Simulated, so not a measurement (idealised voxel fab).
The process module that follows is named voxel double patterning.
The figure presents cross-section cut, which has a width of 235 nm and is divided into square cells with an edge length of 5 nm.
Cross-section layout: square cells on a grid; listed as bands, top to bottom; a band spans one or more cell rows.
Top, bottom (nm), then materials left to right with widths (nm); lone material tagged "full width" fills the whole band edge to edge; "blank" = empty space.
Beneath 0, the wafer as received is one material, and that level is where height counting begins. The lowest band goes on downward without a bottom; it is written like "z 0 and below".
The expression "30..40" gives the width at the extremes of the band, the first number at its top row of cells and the second at its bottom row, with the width changing by equal amounts from each row to the next in between.
Where a step carries "identical to before", the cross-section came out of it unchanged, cell for cell.
The entry "Enclosed cavity list" lists the empty spaces that cover at least 8 cells and have no open path to the top. Each is written as width x height at distance, where the distance is measured from the left edge and all three values are in nm.
Anything after a step's settings on that line? It's the simulator's own note about the step.
What "overlay nm" on a step's line means: if the step has a mask, that mask lay this far to the right of its planned place, or, when the value is negative, to the left.
## This section lists the process steps that were planned
step 1: RECEIVE (material Si)
step 2: CONFORMAL_DEP (material SiN; thk nm 10)
step 3: DIRECTIONAL_DEP (material SiO2; thk nm 20)
step 4: DIRECTIONAL_DEP (material SiCN; thk nm 5)
step 5: MASKED_ETCH (tone open; mask id FIRST; width nm 15; pitch nm 50; etch materials SiCN; depth nm 5; overlay nm 0)
step 6: DIRECTIONAL_DEP (material aC; thk nm 15)
step 7: PATTERN (tone open; mask id SECOND; material resist; width nm 15; pitch nm 50; thk nm 35; overlay nm 0)
step 8: DIRECTIONAL_ETCH (etch materials aC; depth nm 15)
step 9: STRIP (etch materials resist)
step 10: DIRECTIONAL_ETCH (etch materials SiCN; depth nm 5)
step 11: STRIP (etch materials aC)
step 12: DIRECTIONAL_ETCH (etch materials SiO2; depth nm 20)
step 13: STRIP (etch materials SiCN)
## The cross-section here shows the wafer as received, i.e. in its state after step 1
z 0 and below = Si full width
Enclosed cavity list: none
## The first of two wafers, cross-sectioned at the end of the module, with the run proceeding as planned
z 30 to 10 = SiO2 60 / blank 15 / SiO2 10 / blank 15 / SiO2 10 / blank 15 / SiO2 10 / blank 15 / SiO2 10 / blank 15 / SiO2 60
z 10 to 0 = SiN full width
z 0 and below = Si full width
Enclosed cavity list: none
## This cross-section belongs to the second wafer of two at the end of the module; the start and the plan were shared with the first, and the run included one mistake
z 30 to 10 = SiO2 65 / blank 15 / SiO2 5 / blank 15 / SiO2 15 / blank 15 / SiO2 5 / blank 15 / SiO2 15 / blank 15 / SiO2 55
z 10 to 0 = SiN full width
z 0 and below = Si full width
Enclosed cavity list: none
Finding, execution versus plan: step 5 ran as: MASKED_ETCH (tone open; mask id FIRST; width nm 15; pitch nm 50; etch materials SiCN; depth nm 5; overlay nm 5)
Tallied in cells, the final second wafer holds each material in the same quantity as the first, although not at the same places.
